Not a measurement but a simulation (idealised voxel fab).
The following process module bears the name voxel released beams.
In the cross-section labelled cut, the width is 295 nm and each square cell is 5 nm.
If you're reading a cross-section in this doc, picture square cells in a grid; it comes to you as bands, top ones listed first down to the bottom, and a band can be one or more rows of cells.
Band: top height; bottom height; in nm. Then, left to right: material with width in nm, for each material. "full width": a single material spanning edge to edge. "blank": empty space.
The level at which height equals 0 is the one under which the wafer, as it arrives, is entirely one material. No lower edge exists for the bottom band, which continues downward and is notated as in "from 0 down".
A width such as "30 to 40" changes by the same amount from each row of cells to the next, from the band's top row to its bottom row.
The cross-section has no changed cell in any step marked "nothing was modified".
"Internal closed voids" contains a list of empty spaces, each no smaller than 8 cells and without an open way to the top, written in the form width x height at distance with the distance from the left edge and all three in nm.
The remark found on a step's line after its settings is issued by the simulator itself and pertains to that step.
What "overlay nm" on a step's line means: if the step has a mask, that mask lay this far to the right of its planned place, or, when the value is negative, to the left.
Before/after cross-section pairs, one process step each; after shown to lowest changed band; step and settings beneath. Pairs may be from different runs of this module on the same starting wafer; a pair continues from the one above only where its "Status quo ante" entry says so.
[Status quo ante]
	from 0 down: Si full width
	Internal closed voids: none
[Post-Process View]
	from 5 to 0: SiN full width
	All layers under 0 are left as they were.
	Internal closed voids: none
It is this step that lies between the two cross-sections above: CONFORMAL_DEP, material SiN, thk nm 5
Status quo ante: cross-section not repeated; it is the one shown after the step in the pair just above.
[Post-Process View]
	from 15 to 5: SiO2 full width
	All layers under 5 are left as they were.
	Internal closed voids: none
It is this step that lies between the two cross-sections above: DIRECTIONAL_DEP, material SiO2, thk nm 10
Status quo ante: cross-section not repeated; it is the one shown after the step in the pair just above.
[Post-Process View]
	from 35 to 15: 90 nm resist; 40 nm blank; 165 nm resist
	All layers under 15 are left as they were.
	Internal closed voids: none
It is this step that lies between the two cross-sections above: PATTERN, tone open, mask id ANCHOR, material resist, width nm 40, thk nm 20, overlay nm 0
Status quo ante: cross-section not repeated; it is the one shown after the step in the pair just above.
[Post-Process View]
	from 35 to 15: 90 nm resist; 40 nm blank; 165 nm resist
	from 15 to 5: 90 nm SiO2; 40 nm blank; 165 nm SiO2
	All layers under 5 are left as they were.
	Internal closed voids: none
It is this step that lies between the two cross-sections above: DIRECTIONAL_ETCH, etch materials SiO2, depth nm 10
Status quo ante: cross-section not repeated; it is the one shown after the step in the pair just above.
[Post-Process View]
	from 15 to 5: 90 nm SiO2; 40 nm blank; 165 nm SiO2
	All layers under 5 are left as they were.
	Internal closed voids: none
It is this step that lies between the two cross-sections above: STRIP, etch materials resist
Status quo ante: cross-section not repeated; it is the one shown after the step in the pair just above.
[Post-Process View]
	from 30 to 20: 105 nm TiN; 10 nm blank; 180 nm TiN
	from 20 to 15: TiN full width
	from 15 to 5: 90 nm SiO2; 40 nm TiN; 165 nm SiO2
	All layers under 5 are left as they were.
	Internal closed voids: none
It is this step that lies between the two cross-sections above: CONFORMAL_DEP, material TiN, thk nm 15
Status quo ante: cross-section not repeated; it is the one shown after the step in the pair just above.
[Post-Process View]
	from 40 to 30: 105 nm aC; 10 nm blank; 180 nm aC
	from 30 to 20: 105 nm TiN; 10 nm aC; 180 nm TiN
	All layers under 20 are left as they were.
	Internal closed voids: none
It is this step that lies between the two cross-sections above: DIRECTIONAL_DEP, material aC, thk nm 10
Status quo ante: cross-section not repeated; it is the one shown after the step in the pair just above.
[Post-Process View]
	from 65 to 40: 85 nm blank; 120 nm resist; 90 nm blank
	from 40 to 30: 105 nm aC; 10 nm resist; 180 nm aC
	All layers under 30 are left as they were.
	Internal closed voids: none
It is this step that lies between the two cross-sections above: PATTERN, tone cover, mask id BEAM, material resist, width nm 120, thk nm 25, overlay nm 0
Status quo ante: cross-section not repeated; it is the one shown after the step in the pair just above.
[Post-Process View]
	from 55 to 40: 85 nm blank; 120 nm resist; 90 nm blank
	from 40 to 30: 85 nm blank; 20 nm aC; 10 nm resist; 90 nm aC; 90 nm blank
	All layers under 30 are left as they were.
	Internal closed voids: none
It is this step that lies between the two cross-sections above: DIRECTIONAL_ETCH, etch materials aC, depth nm 10
Status quo ante: cross-section not repeated; it is the one shown after the step in the pair just above.
[Post-Process View]
	from 40 to 30: 85 nm blank; 20 nm aC; 10 nm blank; 90 nm aC; 90 nm blank
	All layers under 30 are left as they were.
	Internal closed voids: none
It is this step that lies between the two cross-sections above: STRIP, etch materials resist
Status quo ante: cross-section not repeated; it is the one shown after the step in the pair just above.
[Post-Process View]
	from 40 to 30: 85 nm blank; 20 nm aC; 10 nm blank; 90 nm aC; 90 nm blank
	from 30 to 20: 85 nm blank; 20 nm TiN; 10 nm aC; 90 nm TiN; 90 nm blank
	from 20 to 15: 85 nm blank; 120 nm TiN; 90 nm blank
	All layers under 15 are left as they were.
	Internal closed voids: none
It is this step that lies between the two cross-sections above: DIRECTIONAL_ETCH, etch materials TiN, depth nm 15
Status quo ante: cross-section not repeated; it is the one shown after the step in the pair just above.
[Post-Process View]
	from 30 to 20: 85 nm blank; 20 nm TiN; 10 nm blank; 90 nm TiN; 90 nm blank
	All layers under 20 are left as they were.
	Internal closed voids: none
It is this step that lies between the two cross-sections above: STRIP, etch materials aC
Status quo ante: cross-section not repeated; it is the one shown after the step in the pair just above.
[Post-Process View]
	from 30 to 20: 85 nm blank; 20 nm TiN; 10 nm blank; 90 nm TiN; 90 nm blank
	from 20 to 15: 85 nm blank; 120 nm TiN; 90 nm blank
	from 15 to 5: 90 nm blank; 40 nm TiN; 165 nm blank
	All layers under 5 are left as they were.
	Internal closed voids: none
It is this step that lies between the two cross-sections above: STRIP, etch materials SiO2
[Status quo ante]
	from 0 down: Si full width
	Internal closed voids: none
[Post-Process View]
	from 10 to 0: SiO2 full width
	All layers under 0 are left as they were.
	Internal closed voids: none
It is this step that lies between the two cross-sections above: DIRECTIONAL_DEP, material SiO2, thk nm 10
Status quo ante: cross-section not repeated; it is the one shown after the step in the pair just above.
[Post-Process View]
	from 30 to 10: 90 nm resist; 40 nm blank; 165 nm resist
	All layers under 10 are left as they were.
	Internal closed voids: none
It is this step that lies between the two cross-sections above: PATTERN, tone open, mask id ANCHOR, material resist, width nm 40, thk nm 20, overlay nm 0
Status quo ante: cross-section not repeated; it is the one shown after the step in the pair just above.
[Post-Process View]
	from 30 to 10: 90 nm resist; 40 nm blank; 165 nm resist
	from 10 to 0: 90 nm SiO2; 40 nm blank; 165 nm SiO2
	All layers under 0 are left as they were.
	Internal closed voids: none
It is this step that lies between the two cross-sections above: DIRECTIONAL_ETCH, etch materials SiO2, depth nm 10
Status quo ante: cross-section not repeated; it is the one shown after the step in the pair just above.
[Post-Process View]
	from 10 to 0: 90 nm SiO2; 40 nm blank; 165 nm SiO2
	All layers under 0 are left as they were.
	Internal closed voids: none
It is this step that lies between the two cross-sections above: STRIP, etch materials resist
Status quo ante: cross-section not repeated; it is the one shown after the step in the pair just above.
[Post-Process View]
	from 25 to 15: 105 nm TiN; 10 nm blank; 180 nm TiN
	from 15 to 10: TiN full width
	from 10 to 0: 90 nm SiO2; 40 nm TiN; 165 nm SiO2
	All layers under 0 are left as they were.
	Internal closed voids: none
It is this step that lies between the two cross-sections above: CONFORMAL_DEP, material TiN, thk nm 15
Status quo ante: cross-section not repeated; it is the one shown after the step in the pair just above.
[Post-Process View]
	from 35 to 25: 105 nm aC; 10 nm blank; 180 nm aC
	from 25 to 15: 105 nm TiN; 10 nm aC; 180 nm TiN
	All layers under 15 are left as they were.
	Internal closed voids: none
It is this step that lies between the two cross-sections above: DIRECTIONAL_DEP, material aC, thk nm 10
Status quo ante: cross-section not repeated; it is the one shown after the step in the pair just above.
[Post-Process View]
	from 60 to 35: 85 nm blank; 120 nm resist; 90 nm blank
	from 35 to 25: 105 nm aC; 10 nm resist; 180 nm aC
	All layers under 25 are left as they were.
	Internal closed voids: none
It is this step that lies between the two cross-sections above: PATTERN, tone cover, mask id BEAM, material resist, width nm 120, thk nm 25, overlay nm 0
Status quo ante: cross-section not repeated; it is the one shown after the step in the pair just above.
[Post-Process View]
	from 50 to 35: 85 nm blank; 120 nm resist; 90 nm blank
	from 35 to 25: 85 nm blank; 20 nm aC; 10 nm resist; 90 nm aC; 90 nm blank
	All layers under 25 are left as they were.
	Internal closed voids: none
It is this step that lies between the two cross-sections above: DIRECTIONAL_ETCH, etch materials aC, depth nm 10
Status quo ante: cross-section not repeated; it is the one shown after the step in the pair just above.
[Post-Process View]
	from 35 to 25: 85 nm blank; 20 nm aC; 10 nm blank; 90 nm aC; 90 nm blank
	All layers under 25 are left as they were.
	Internal closed voids: none
It is this step that lies between the two cross-sections above: STRIP, etch materials resist
Status quo ante: cross-section not repeated; it is the one shown after the step in the pair just above.
[Post-Process View]
	from 35 to 25: 85 nm blank; 20 nm aC; 10 nm blank; 90 nm aC; 90 nm blank
	from 25 to 15: 85 nm blank; 20 nm TiN; 10 nm aC; 90 nm TiN; 90 nm blank
	from 15 to 10: 85 nm blank; 120 nm TiN; 90 nm blank
	All layers under 10 are left as they were.
	Internal closed voids: none
It is this step that lies between the two cross-sections above: DIRECTIONAL_ETCH, etch materials TiN, depth nm 15
Status quo ante: cross-section not repeated; it is the one shown after the step in the pair just above.
[Post-Process View]
	from 25 to 15: 85 nm blank; 20 nm TiN; 10 nm blank; 90 nm TiN; 90 nm blank
	All layers under 15 are left as they were.
	Internal closed voids: none
It is this step that lies between the two cross-sections above: STRIP, etch materials aC
Status quo ante: cross-section not repeated; it is the one shown after the step in the pair just above.
[Post-Process View]
	from 25 to 15: 85 nm blank; 20 nm TiN; 10 nm blank; 90 nm TiN; 90 nm blank
	from 15 to 10: 85 nm blank; 120 nm TiN; 90 nm blank
	from 10 to 0: 90 nm blank; 40 nm TiN; 165 nm blank
	All layers under 0 are left as they were.
	Internal closed voids: none
It is this step that lies between the two cross-sections above: STRIP, etch materials SiO2
[Status quo ante]
	from 30 to 20: 105 nm TiN; 10 nm blank; 180 nm TiN
	from 20 to 15: TiN full width
	from 15 to 5: 90 nm SiO2; 40 nm TiN; 165 nm SiO2
	from 5 to 0: SiN full width
	from 0 down: Si full width
	Internal closed voids: none
[Post-Process View]
	from 45 to 15: TiN full width
	All layers under 15 are left as they were.
	Internal closed voids: none
It is this step that lies between the two cross-sections above: CONFORMAL_DEP, material TiN, thk nm 15
Status quo ante: cross-section not repeated; it is the one shown after the step in the pair just above.
[Post-Process View]
	from 55 to 45: aC full width
	All layers under 45 are left as they were.
	Internal closed voids: none
It is this step that lies between the two cross-sections above: DIRECTIONAL_DEP, material aC, thk nm 10
Status quo ante: cross-section not repeated; it is the one shown after the step in the pair just above.
[Post-Process View]
	from 80 to 55: 85 nm blank; 120 nm resist; 90 nm blank
	All layers under 55 are left as they were.
	Internal closed voids: none
It is this step that lies between the two cross-sections above: PATTERN, tone cover, mask id BEAM, material resist, width nm 120, thk nm 25, overlay nm 0
Status quo ante: cross-section not repeated; it is the one shown after the step in the pair just above.
[Post-Process View]
	from 70 to 55: 85 nm blank; 120 nm resist; 90 nm blank
	from 55 to 45: 85 nm blank; 120 nm aC; 90 nm blank
	All layers under 45 are left as they were.
	Internal closed voids: none
It is this step that lies between the two cross-sections above: DIRECTIONAL_ETCH, etch materials aC, depth nm 10
Status quo ante: cross-section not repeated; it is the one shown after the step in the pair just above.
[Post-Process View]
	from 55 to 45: 85 nm blank; 120 nm aC; 90 nm blank
	All layers under 45 are left as they were.
	Internal closed voids: none
It is this step that lies between the two cross-sections above: STRIP, etch materials resist
Status quo ante: cross-section not repeated; it is the one shown after the step in the pair just above.
[Post-Process View]
	from 55 to 45: 85 nm blank; 120 nm aC; 90 nm blank
	from 45 to 30: 85 nm blank; 120 nm TiN; 90 nm blank
	All layers under 30 are left as they were.
	Internal closed voids: none
It is this step that lies between the two cross-sections above: DIRECTIONAL_ETCH, etch materials TiN, depth nm 15
Status quo ante: cross-section not repeated; it is the one shown after the step in the pair just above.
[Post-Process View]
	from 45 to 30: 85 nm blank; 120 nm TiN; 90 nm blank
	All layers under 30 are left as they were.
	Internal closed voids: none
It is this step that lies between the two cross-sections above: STRIP, etch materials aC
[Status quo ante]
	from 10 to 0: SiO2 full width
	from 0 down: Si full width
	Internal closed voids: none
[Post-Process View]
	from 15 to 10: SiN full width
	All layers under 10 are left as they were.
	Internal closed voids: none
It is this step that lies between the two cross-sections above: CONFORMAL_DEP, material SiN, thk nm 5
Status quo ante: cross-section not repeated; it is the one shown after the step in the pair just above.
[Post-Process View]
	from 35 to 15: 90 nm resist; 40 nm blank; 165 nm resist
	All layers under 15 are left as they were.
	Internal closed voids: none
It is this step that lies between the two cross-sections above: PATTERN, tone open, mask id ANCHOR, material resist, width nm 40, thk nm 20, overlay nm 0
Status quo ante: cross-section not repeated; it is the one shown after the step in the pair just above.
[Post-Process View]
	from 15 to 10: SiN full width
	All layers under 10 are left as they were.
	Internal closed voids: none
It is this step that lies between the two cross-sections above: STRIP, etch materials resist
Status quo ante: cross-section not repeated; it is the one shown after the step in the pair just above.
[Post-Process View]
	from 30 to 15: TiN full width
	All layers under 15 are left as they were.
	Internal closed voids: none
It is this step that lies between the two cross-sections above: CONFORMAL_DEP, material TiN, thk nm 15
Status quo ante: cross-section not repeated; it is the one shown after the step in the pair just above.
[Post-Process View]
	from 40 to 30: aC full width
	All layers under 30 are left as they were.
	Internal closed voids: none
It is this step that lies between the two cross-sections above: DIRECTIONAL_DEP, material aC, thk nm 10
Status quo ante: cross-section not repeated; it is the one shown after the step in the pair just above.
[Post-Process View]
	from 65 to 40: 85 nm blank; 120 nm resist; 90 nm blank
	All layers under 40 are left as they were.
	Internal closed voids: none
It is this step that lies between the two cross-sections above: PATTERN, tone cover, mask id BEAM, material resist, width nm 120, thk nm 25, overlay nm 0
Status quo ante: cross-section not repeated; it is the one shown after the step in the pair just above.
[Post-Process View]
	from 55 to 40: 85 nm blank; 120 nm resist; 90 nm blank
	from 40 to 30: 85 nm blank; 120 nm aC; 90 nm blank
	All layers under 30 are left as they were.
	Internal closed voids: none
It is this step that lies between the two cross-sections above: DIRECTIONAL_ETCH, etch materials aC, depth nm 10
Status quo ante: cross-section not repeated; it is the one shown after the step in the pair just above.
[Post-Process View]
	from 40 to 30: 85 nm blank; 120 nm aC; 90 nm blank
	All layers under 30 are left as they were.
	Internal closed voids: none
It is this step that lies between the two cross-sections above: STRIP, etch materials resist
Status quo ante: cross-section not repeated; it is the one shown after the step in the pair just above.
[Post-Process View]
	from 40 to 30: 85 nm blank; 120 nm aC; 90 nm blank
	from 30 to 15: 85 nm blank; 120 nm TiN; 90 nm blank
	All layers under 15 are left as they were.
	Internal closed voids: none
It is this step that lies between the two cross-sections above: DIRECTIONAL_ETCH, etch materials TiN, depth nm 15
Status quo ante: cross-section not repeated; it is the one shown after the step in the pair just above.
[Post-Process View]
	from 30 to 15: 85 nm blank; 120 nm TiN; 90 nm blank
	All layers under 15 are left as they were.
	Internal closed voids: none
It is this step that lies between the two cross-sections above: STRIP, etch materials aC
[Status quo ante]
	from 40 to 30: 85 nm blank; 20 nm aC; 10 nm blank; 90 nm aC; 90 nm blank
	from 30 to 20: 105 nm TiN; 10 nm aC; 180 nm TiN
	from 20 to 15: TiN full width
	from 15 to 5: 90 nm SiO2; 40 nm TiN; 165 nm SiO2
	from 5 to 0: SiN full width
	from 0 down: Si full width
	Internal closed voids: none
[Post-Process View]
	from 40 to 30: 85 nm blank; 20 nm aC; 10 nm blank; 90 nm aC; 90 nm blank
	from 30 to 20: 85 nm blank; 20 nm TiN; 10 nm aC; 90 nm TiN; 90 nm blank
	All layers under 20 are left as they were.
	Internal closed voids: none
It is this step that lies between the two cross-sections above: DIRECTIONAL_ETCH, etch materials TiN, depth nm 10
Status quo ante: cross-section not repeated; it is the one shown after the step in the pair just above.
[Post-Process View]
	from 30 to 20: 85 nm blank; 20 nm TiN; 10 nm blank; 90 nm TiN; 90 nm blank
	All layers under 20 are left as they were.
	Internal closed voids: none
It is this step that lies between the two cross-sections above: STRIP, etch materials aC
[Status quo ante]
	from 40 to 30: 105 nm aC; 10 nm blank; 180 nm aC
	from 30 to 20: 105 nm TiN; 10 nm aC; 180 nm TiN
	from 20 to 15: TiN full width
	from 15 to 5: 90 nm SiO2; 40 nm TiN; 165 nm SiO2
	from 5 to 0: SiN full width
	from 0 down: Si full width
	Internal closed voids: none
[Post-Process View]
	from 65 to 40: 80 nm blank; 130 nm resist; 85 nm blank
	from 40 to 30: 105 nm aC; 10 nm resist; 180 nm aC
	All layers under 30 are left as they were.
	Internal closed voids: none
It is this step that lies between the two cross-sections above: PATTERN, tone cover, mask id BEAM, material resist, width nm 130, thk nm 25, overlay nm 0
Status quo ante: cross-section not repeated; it is the one shown after the step in the pair just above.
[Post-Process View]
	from 55 to 40: 80 nm blank; 130 nm resist; 85 nm blank
	from 40 to 30: 80 nm blank; 25 nm aC; 10 nm resist; 95 nm aC; 85 nm blank
	All layers under 30 are left as they were.
	Internal closed voids: none
It is this step that lies between the two cross-sections above: DIRECTIONAL_ETCH, etch materials aC, depth nm 10
Status quo ante: cross-section not repeated; it is the one shown after the step in the pair just above.
[Post-Process View]
	from 40 to 30: 80 nm blank; 25 nm aC; 10 nm blank; 95 nm aC; 85 nm blank
	All layers under 30 are left as they were.
	Internal closed voids: none
It is this step that lies between the two cross-sections above: STRIP, etch materials resist
Status quo ante: cross-section not repeated; it is the one shown after the step in the pair just above.
[Post-Process View]
	from 40 to 30: 80 nm blank; 25 nm aC; 10 nm blank; 95 nm aC; 85 nm blank
	from 30 to 20: 80 nm blank; 25 nm TiN; 10 nm aC; 95 nm TiN; 85 nm blank
	from 20 to 15: 80 nm blank; 130 nm TiN; 85 nm blank
	All layers under 15 are left as they were.
	Internal closed voids: none
It is this step that lies between the two cross-sections above: DIRECTIONAL_ETCH, etch materials TiN, depth nm 15
Status quo ante: cross-section not repeated; it is the one shown after the step in the pair just above.
[Post-Process View]
	from 30 to 20: 80 nm blank; 25 nm TiN; 10 nm blank; 95 nm TiN; 85 nm blank
	All layers under 20 are left as they were.
	Internal closed voids: none
It is this step that lies between the two cross-sections above: STRIP, etch materials aC
Status quo ante: cross-section not repeated; it is the one shown after the step in the pair just above.
[Post-Process View]
	from 30 to 20: 80 nm blank; 25 nm TiN; 10 nm blank; 95 nm TiN; 85 nm blank
	from 20 to 15: 80 nm blank; 130 nm TiN; 85 nm blank
	from 15 to 5: 90 nm blank; 40 nm TiN; 165 nm blank
	All layers under 5 are left as they were.
	Internal closed voids: none
It is this step that lies between the two cross-sections above: STRIP, etch materials SiO2
[Status quo ante]
	from 40 to 30: 105 nm aC; 10 nm blank; 180 nm aC
	from 30 to 20: 105 nm TiN; 10 nm aC; 180 nm TiN
	from 20 to 15: TiN full width
	from 15 to 5: 90 nm SiO2; 40 nm TiN; 165 nm SiO2
	from 5 to 0: SiN full width
	from 0 down: Si full width
	Internal closed voids: none
[Post-Process View]
	from 65 to 40: 95 nm blank; 120 nm resist; 80 nm blank
	from 40 to 30: 105 nm aC; 10 nm resist; 180 nm aC
	All layers under 30 are left as they were.
	Internal closed voids: none
It is this step that lies between the two cross-sections above: PATTERN, tone cover, mask id BEAM, material resist, width nm 120, thk nm 25, overlay nm 10
Status quo ante: cross-section not repeated; it is the one shown after the step in the pair just above.
[Post-Process View]
	from 55 to 40: 95 nm blank; 120 nm resist; 80 nm blank
	from 40 to 30: 95 nm blank; 10 nm aC; 10 nm resist; 100 nm aC; 80 nm blank
	All layers under 30 are left as they were.
	Internal closed voids: none
It is this step that lies between the two cross-sections above: DIRECTIONAL_ETCH, etch materials aC, depth nm 10
Status quo ante: cross-section not repeated; it is the one shown after the step in the pair just above.
[Post-Process View]
	from 40 to 30: 95 nm blank; 10 nm aC; 10 nm blank; 100 nm aC; 80 nm blank
	All layers under 30 are left as they were.
	Internal closed voids: none
It is this step that lies between the two cross-sections above: STRIP, etch materials resist
Status quo ante: cross-section not repeated; it is the one shown after the step in the pair just above.
[Post-Process View]
	from 40 to 30: 95 nm blank; 10 nm aC; 10 nm blank; 100 nm aC; 80 nm blank
	from 30 to 20: 95 nm blank; 10 nm TiN; 10 nm aC; 100 nm TiN; 80 nm blank
	from 20 to 15: 95 nm blank; 120 nm TiN; 80 nm blank
	All layers under 15 are left as they were.
	Internal closed voids: none
It is this step that lies between the two cross-sections above: DIRECTIONAL_ETCH, etch materials TiN, depth nm 15
Status quo ante: cross-section not repeated; it is the one shown after the step in the pair just above.
[Post-Process View]
	from 30 to 20: 95 nm blank; 10 nm TiN; 10 nm blank; 100 nm TiN; 80 nm blank
	All layers under 20 are left as they were.
	Internal closed voids: none
It is this step that lies between the two cross-sections above: STRIP, etch materials aC
Status quo ante: cross-section not repeated; it is the one shown after the step in the pair just above.
[Post-Process View]
	from 30 to 20: 95 nm blank; 10 nm TiN; 10 nm blank; 100 nm TiN; 80 nm blank
	from 20 to 15: 95 nm blank; 120 nm TiN; 80 nm blank
	from 15 to 5: 90 nm blank; 40 nm TiN; 165 nm blank
	All layers under 5 are left as they were.
	Internal closed voids: none
It is this step that lies between the two cross-sections above: STRIP, etch materials SiO2
[Status quo ante]
	from 0 down: Si full width
	Internal closed voids: none
[Post-Process View]
	from 5 to 0: aC full width
	All layers under 0 are left as they were.
	Internal closed voids: none
It is this step that lies between the two cross-sections above: CONFORMAL_DEP, material aC, thk nm 5
Status quo ante: cross-section not repeated; it is the one shown after the step in the pair just above.
[Post-Process View]
	from 15 to 5: SiO2 full width
	All layers under 5 are left as they were.
	Internal closed voids: none
It is this step that lies between the two cross-sections above: DIRECTIONAL_DEP, material SiO2, thk nm 10
Status quo ante: cross-section not repeated; it is the one shown after the step in the pair just above.
[Post-Process View]
	from 35 to 15: 90 nm resist; 40 nm blank; 165 nm resist
	All layers under 15 are left as they were.
	Internal closed voids: none
It is this step that lies between the two cross-sections above: PATTERN, tone open, mask id ANCHOR, material resist, width nm 40, thk nm 20, overlay nm 0
Status quo ante: cross-section not repeated; it is the one shown after the step in the pair just above.
[Post-Process View]
	from 35 to 15: 90 nm resist; 40 nm blank; 165 nm resist
	from 15 to 5: 90 nm SiO2; 40 nm blank; 165 nm SiO2
	All layers under 5 are left as they were.
	Internal closed voids: none
It is this step that lies between the two cross-sections above: DIRECTIONAL_ETCH, etch materials SiO2, depth nm 10
Status quo ante: cross-section not repeated; it is the one shown after the step in the pair just above.
[Post-Process View]
	from 15 to 5: 90 nm SiO2; 40 nm blank; 165 nm SiO2
	All layers under 5 are left as they were.
	Internal closed voids: none
It is this step that lies between the two cross-sections above: STRIP, etch materials resist
Status quo ante: cross-section not repeated; it is the one shown after the step in the pair just above.
[Post-Process View]
	from 30 to 20: 105 nm TiN; 10 nm blank; 180 nm TiN
	from 20 to 15: TiN full width
	from 15 to 5: 90 nm SiO2; 40 nm TiN; 165 nm SiO2
	All layers under 5 are left as they were.
	Internal closed voids: none
It is this step that lies between the two cross-sections above: CONFORMAL_DEP, material TiN, thk nm 15
Status quo ante: cross-section not repeated; it is the one shown after the step in the pair just above.
[Post-Process View]
	from 40 to 30: 105 nm aC; 10 nm blank; 180 nm aC
	from 30 to 20: 105 nm TiN; 10 nm aC; 180 nm TiN
	All layers under 20 are left as they were.
	Internal closed voids: none
It is this step that lies between the two cross-sections above: DIRECTIONAL_DEP, material aC, thk nm 10
Status quo ante: cross-section not repeated; it is the one shown after the step in the pair just above.
[Post-Process View]
	from 65 to 40: 85 nm blank; 120 nm resist; 90 nm blank
	from 40 to 30: 105 nm aC; 10 nm resist; 180 nm aC
	All layers under 30 are left as they were.
	Internal closed voids: none
It is this step that lies between the two cross-sections above: PATTERN, tone cover, mask id BEAM, material resist, width nm 120, thk nm 25, overlay nm 0
Status quo ante: cross-section not repeated; it is the one shown after the step in the pair just above.
[Post-Process View]
	from 55 to 40: 85 nm blank; 120 nm resist; 90 nm blank
	from 40 to 30: 85 nm blank; 20 nm aC; 10 nm resist; 90 nm aC; 90 nm blank
	All layers under 30 are left as they were.
	Internal closed voids: none
It is this step that lies between the two cross-sections above: DIRECTIONAL_ETCH, etch materials aC, depth nm 10
Status quo ante: cross-section not repeated; it is the one shown after the step in the pair just above.
[Post-Process View]
	from 40 to 30: 85 nm blank; 20 nm aC; 10 nm blank; 90 nm aC; 90 nm blank
	All layers under 30 are left as they were.
	Internal closed voids: none
It is this step that lies between the two cross-sections above: STRIP, etch materials resist
Status quo ante: cross-section not repeated; it is the one shown after the step in the pair just above.
[Post-Process View]
	from 40 to 30: 85 nm blank; 20 nm aC; 10 nm blank; 90 nm aC; 90 nm blank
	from 30 to 20: 85 nm blank; 20 nm TiN; 10 nm aC; 90 nm TiN; 90 nm blank
	from 20 to 15: 85 nm blank; 120 nm TiN; 90 nm blank
	All layers under 15 are left as they were.
	Internal closed voids: none
It is this step that lies between the two cross-sections above: DIRECTIONAL_ETCH, etch materials TiN, depth nm 15
Status quo ante: cross-section not repeated; it is the one shown after the step in the pair just above.
[Post-Process View]
	from 30 to 20: 85 nm blank; 20 nm TiN; 10 nm blank; 90 nm TiN; 90 nm blank
	All layers under 20 are left as they were.
	Internal closed voids: none
It is this step that lies between the two cross-sections above: STRIP, etch materials aC
Status quo ante: cross-section not repeated; it is the one shown after the step in the pair just above.
[Post-Process View]
	from 30 to 20: 85 nm blank; 20 nm TiN; 10 nm blank; 90 nm TiN; 90 nm blank
	from 20 to 15: 85 nm blank; 120 nm TiN; 90 nm blank
	from 15 to 5: 90 nm blank; 40 nm TiN; 165 nm blank
	All layers under 5 are left as they were.
	Internal closed voids: none
It is this step that lies between the two cross-sections above: STRIP, etch materials SiO2
[Status quo ante]
	from 15 to 5: SiO2 full width
	from 5 to 0: SiN full width
	from 0 down: Si full width
	Internal closed voids: none
[Post-Process View]
	from 35 to 15: 90 nm blank; 40 nm resist; 165 nm blank
	All layers under 15 are left as they were.
	Internal closed voids: none
It is this step that lies between the two cross-sections above: PATTERN, tone cover, mask id ANCHOR, material resist, width nm 40, thk nm 20, overlay nm 0
Status quo ante: cross-section not repeated; it is the one shown after the step in the pair just above.
[Post-Process View]
	from 35 to 15: 90 nm blank; 40 nm resist; 165 nm blank
	from 15 to 5: 90 nm blank; 40 nm SiO2; 165 nm blank
	All layers under 5 are left as they were.
	Internal closed voids: none
It is this step that lies between the two cross-sections above: DIRECTIONAL_ETCH, etch materials SiO2, depth nm 10
Status quo ante: cross-section not repeated; it is the one shown after the step in the pair just above.
[Post-Process View]
	from 15 to 5: 90 nm blank; 40 nm SiO2; 165 nm blank
	All layers under 5 are left as they were.
	Internal closed voids: none
It is this step that lies between the two cross-sections above: STRIP, etch materials resist
Status quo ante: cross-section not repeated; it is the one shown after the step in the pair just above.
[Post-Process View]
	from 30 to 20: 75 nm blank; 70 nm TiN; 150 nm blank
	from 20 to 15: TiN full width
	from 15 to 5: 90 nm TiN; 40 nm SiO2; 165 nm TiN
	All layers under 5 are left as they were.
	Internal closed voids: none
It is this step that lies between the two cross-sections above: CONFORMAL_DEP, material TiN, thk nm 15
Status quo ante: cross-section not repeated; it is the one shown after the step in the pair just above.
[Post-Process View]
	from 40 to 30: 75 nm blank; 70 nm aC; 150 nm blank
	from 30 to 20: 75 nm aC; 70 nm TiN; 150 nm aC
	All layers under 20 are left as they were.
	Internal closed voids: none
It is this step that lies between the two cross-sections above: DIRECTIONAL_DEP, material aC, thk nm 10
Status quo ante: cross-section not repeated; it is the one shown after the step in the pair just above.
[Post-Process View]
	from 65 to 40: 85 nm blank; 120 nm resist; 90 nm blank
	from 40 to 30: 75 nm blank; 70 nm aC; 60 nm resist; 90 nm blank
	All layers under 30 are left as they were.
	Internal closed voids: none
It is this step that lies between the two cross-sections above: PATTERN, tone cover, mask id BEAM, material resist, width nm 120, thk nm 25, overlay nm 0
Status quo ante: cross-section not repeated; it is the one shown after the step in the pair just above.
[Post-Process View]
	from 55 to 40: 85 nm blank; 120 nm resist; 90 nm blank
	from 40 to 30: 85 nm blank; 60 nm aC; 60 nm resist; 90 nm blank
	from 30 to 20: 75 nm blank; 70 nm TiN; 60 nm aC; 90 nm blank
	All layers under 20 are left as they were.
	Internal closed voids: none
It is this step that lies between the two cross-sections above: DIRECTIONAL_ETCH, etch materials aC, depth nm 10
Status quo ante: cross-section not repeated; it is the one shown after the step in the pair just above.
[Post-Process View]
	from 40 to 30: 85 nm blank; 60 nm aC; 150 nm blank
	All layers under 30 are left as they were.
	Internal closed voids: none
It is this step that lies between the two cross-sections above: STRIP, etch materials resist
Status quo ante: cross-section not repeated; it is the one shown after the step in the pair just above.
[Post-Process View]
	from 40 to 30: 85 nm blank; 60 nm aC; 150 nm blank
	from 30 to 20: 85 nm blank; 60 nm TiN; 60 nm aC; 90 nm blank
	from 20 to 15: 85 nm blank; 120 nm TiN; 90 nm blank
	from 15 to 5: 75 nm blank; 15 nm TiN; 40 nm SiO2; 75 nm TiN; 90 nm blank
	All layers under 5 are left as they were.
	Internal closed voids: none
It is this step that lies between the two cross-sections above: DIRECTIONAL_ETCH, etch materials TiN, depth nm 15
Status quo ante: cross-section not repeated; it is the one shown after the step in the pair just above.
[Post-Process View]
	from 30 to 20: 85 nm blank; 60 nm TiN; 150 nm blank
	All layers under 20 are left as they were.
	Internal closed voids: none
It is this step that lies between the two cross-sections above: STRIP, etch materials aC
